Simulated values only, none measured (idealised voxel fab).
The following is a process module called voxel spacer lines.
Square cell edge 5 nm, section width 260 nm, ID cut.
Just so we're on the same page, the cross-sections are grids of square cells, and they're listed out in bands top to bottom, each band one or more rows deep.
For a band, the entry starts with two heights in nm, that of the top and then that of the bottom, and carries on with the band's materials in order from left to right, each alongside its width in nm; the word "full width" beside a single material means it fills the band edge to edge, and "air" means empty space.
The reference from which all heights are counted is 0, the level beneath which the as-received wafer is entirely one material; the lowest band, having no lower bound, proceeds downward and is written after the example "z 0 and below".
The width entry "30 to 40" should be interpreted row by row: the top row of cells in the band takes the first number, the bottom row takes the second number, and the change between adjacent rows is uniform throughout.
Where a step carries "remained unchanged", the cross-section came out of it unchanged, cell for cell.
Any empty space of 8 cells or more lacking an open way to the top shows up in "Enclosed void entries" as width x height at distance, distance from the left edge, in nm.
Anything after a step's settings on that line? It's the simulator's own note about the step.
overlay nm: on a step with a mask, how far right of its planned place the mask lay; negative means left.
plan
| 1 | RECEIVE: material Si |
| 2 | CONFORMAL_DEP: material Al2O3, thk nm 10 |
| 3 | DIRECTIONAL_DEP: material W, thk nm 10 |
| 4 | DIRECTIONAL_DEP: material aC, thk nm 30 |
| 5 | PATTERN: tone cover, mask id MANDREL, material resist, width nm 20, pitch nm 60, thk nm 40, overlay nm 0 |
| 6 | DIRECTIONAL_ETCH: etch materials aC, depth nm 30 |
| 7 | STRIP: etch materials resist |
| 8 | CONFORMAL_DEP: material SiO2, thk nm 10 |
| 9 | DIRECTIONAL_ETCH: etch materials SiO2, depth nm 10 |
| 10 | STRIP: etch materials aC |
| 11 | DIRECTIONAL_ETCH: etch materials W, depth nm 10 |
| 12 | STRIP: etch materials SiO2 |
| 13 | FILL_DEP: material lowk, thk nm 5 |
| 14 | CMP: height nm 20 |
So, the first of our two wafers, run just as we planned it
As received (post step 1): cross-section
  z 0 and below | Si full width
  Enclosed void entries: none
After step 2: wafer cross-section
  z 10 to 0 | Al2O3 full width
  Under the height 0 nothing was changed.
After step 3: wafer cross-section
  z 20 to 10 | W full width
  Under the height 10 nothing was changed.
After step 4: wafer cross-section
  z 50 to 20 | aC full width
  Under the height 20 nothing was changed.
After step 5: wafer cross-section
  z 90 to 50 | air=60, resist=20, air=40, resist=20, air=40, resist=20, air=60
  Under the height 50 nothing was changed.
After step 6: wafer cross-section
  z 60 to 50 | air=60, resist=20, air=40, resist=20, air=40, resist=20, air=60
  z 50 to 20 | air=60, aC=20, air=40, aC=20, air=40, aC=20, air=60
  Under the height 20 nothing was changed.
After step 7: wafer cross-section
  z 50 to 20 | air=60, aC=20, air=40, aC=20, air=40, aC=20, air=60
  Under the height 20 nothing was changed.
After step 8: wafer cross-section
  z 60 to 50 | air=50, SiO2=40, air=20, SiO2=40, air=20, SiO2=40, air=50
  z 50 to 30 | air=50, SiO2=10, aC=20, SiO2=10, air=20, SiO2=10, aC=20, SiO2=10, air=20, SiO2=10, aC=20, SiO2=10, air=50
  z 30 to 20 | SiO2=60, aC=20, SiO2=40, aC=20, SiO2=40, aC=20, SiO2=60
  Under the height 20 nothing was changed.
After step 9: wafer cross-section
  z 50 to 20 | air=50, SiO2=10, aC=20, SiO2=10, air=20, SiO2=10, aC=20, SiO2=10, air=20, SiO2=10, aC=20, SiO2=10, air=50
  Under the height 20 nothing was changed.
After step 10: wafer cross-section
  z 50 to 20 | air=50, SiO2=10, air=20, SiO2=10, air=20, SiO2=10, air=20, SiO2=10, air=20, SiO2=10, air=20, SiO2=10, air=50
  Under the height 20 nothing was changed.
After step 11: wafer cross-section
  z 50 to 20 | air=50, SiO2=10, air=20, SiO2=10, air=20, SiO2=10, air=20, SiO2=10, air=20, SiO2=10, air=20, SiO2=10, air=50
  z 20 to 10 | air=50, W=10, air=20, W=10, air=20, W=10, air=20, W=10, air=20, W=10, air=20, W=10, air=50
  Under the height 10 nothing was changed.
After step 12: wafer cross-section
  z 20 to 10 | air=50, W=10, air=20, W=10, air=20, W=10, air=20, W=10, air=20, W=10, air=20, W=10, air=50
  Under the height 10 nothing was changed.
After step 13: wafer cross-section
  z 25 to 20 | lowk full width
  z 20 to 10 | lowk=50, W=10, lowk=20, W=10, lowk=20, W=10, lowk=20, W=10, lowk=20, W=10, lowk=20, W=10, lowk=50
  Under the height 10 nothing was changed.
After step 14: wafer cross-section
  z 20 to 10 | lowk=50, W=10, lowk=20, W=10, lowk=20, W=10, lowk=20, W=10, lowk=20, W=10, lowk=20, W=10, lowk=50
  Under the height 10 nothing was changed.
Now the other wafer: same start, same recipe, but we messed up one thing when running it. Up to and including step 1 it's the same as the first one
Look at the second wafer in cross-section at the time step 2 ought to have finished
  z 15 to 0 | Al2O3 full width
  Under the height 0 nothing was changed.
Look at the second wafer in cross-section at the time step 3 ought to have finished
  z 25 to 15 | W full width
  Under the height 15 nothing was changed.
Look at the second wafer in cross-section at the time step 4 ought to have finished
  z 55 to 25 | aC full width
  Under the height 25 nothing was changed.
Look at the second wafer in cross-section at the time step 5 ought to have finished
  z 95 to 55 | air=60, resist=20, air=40, resist=20, air=40, resist=20, air=60
  Under the height 55 nothing was changed.
Look at the second wafer in cross-section at the time step 6 ought to have finished
  z 65 to 55 | air=60, resist=20, air=40, resist=20, air=40, resist=20, air=60
  z 55 to 25 | air=60, aC=20, air=40, aC=20, air=40, aC=20, air=60
  Under the height 25 nothing was changed.
Look at the second wafer in cross-section at the time step 7 ought to have finished
  z 55 to 25 | air=60, aC=20, air=40, aC=20, air=40, aC=20, air=60
  Under the height 25 nothing was changed.
Look at the second wafer in cross-section at the time step 8 ought to have finished
  z 65 to 55 | air=50, SiO2=40, air=20, SiO2=40, air=20, SiO2=40, air=50
  z 55 to 35 | air=50, SiO2=10, aC=20, SiO2=10, air=20, SiO2=10, aC=20, SiO2=10, air=20, SiO2=10, aC=20, SiO2=10, air=50
  z 35 to 25 | SiO2=60, aC=20, SiO2=40, aC=20, SiO2=40, aC=20, SiO2=60
  Under the height 25 nothing was changed.
Look at the second wafer in cross-section at the time step 9 ought to have finished
  z 55 to 25 | air=50, SiO2=10, aC=20, SiO2=10, air=20, SiO2=10, aC=20, SiO2=10, air=20, SiO2=10, aC=20, SiO2=10, air=50
  Under the height 25 nothing was changed.
Look at the second wafer in cross-section at the time step 10 ought to have finished
  z 55 to 25 | air=50, SiO2=10, air=20, SiO2=10, air=20, SiO2=10, air=20, SiO2=10, air=20, SiO2=10, air=20, SiO2=10, air=50
  Under the height 25 nothing was changed.
Look at the second wafer in cross-section at the time step 11 ought to have finished
  z 55 to 25 | air=50, SiO2=10, air=20, SiO2=10, air=20, SiO2=10, air=20, SiO2=10, air=20, SiO2=10, air=20, SiO2=10, air=50
  z 25 to 15 | air=50, W=10, air=20, W=10, air=20, W=10, air=20, W=10, air=20, W=10, air=20, W=10, air=50
  Under the height 15 nothing was changed.
Look at the second wafer in cross-section at the time step 12 ought to have finished
  z 25 to 15 | air=50, W=10, air=20, W=10, air=20, W=10, air=20, W=10, air=20, W=10, air=20, W=10, air=50
  Under the height 15 nothing was changed.
Look at the second wafer in cross-section at the time step 13 ought to have finished
  z 30 to 25 | lowk full width
  z 25 to 15 | lowk=50, W=10, lowk=20, W=10, lowk=20, W=10, lowk=20, W=10, lowk=20, W=10, lowk=20, W=10, lowk=50
  Under the height 15 nothing was changed.
Look at the second wafer in cross-section at the time step 14 ought to have finished
  z 20 to 15 | lowk=50, W=10, lowk=20, W=10, lowk=20, W=10, lowk=20, W=10, lowk=20, W=10, lowk=20, W=10, lowk=50
  Under the height 15 nothing was changed.
Deviation from plan: step 2 was processed under conditions differing from the plan, specifically as CONFORMAL_DEP: material Al2O3, thk nm 15
Counted in cells at the end, the second wafer holds more or fewer of these materials than the first: Al2O3: 52 more | W: 12 fewer | lowk: 40 fewer
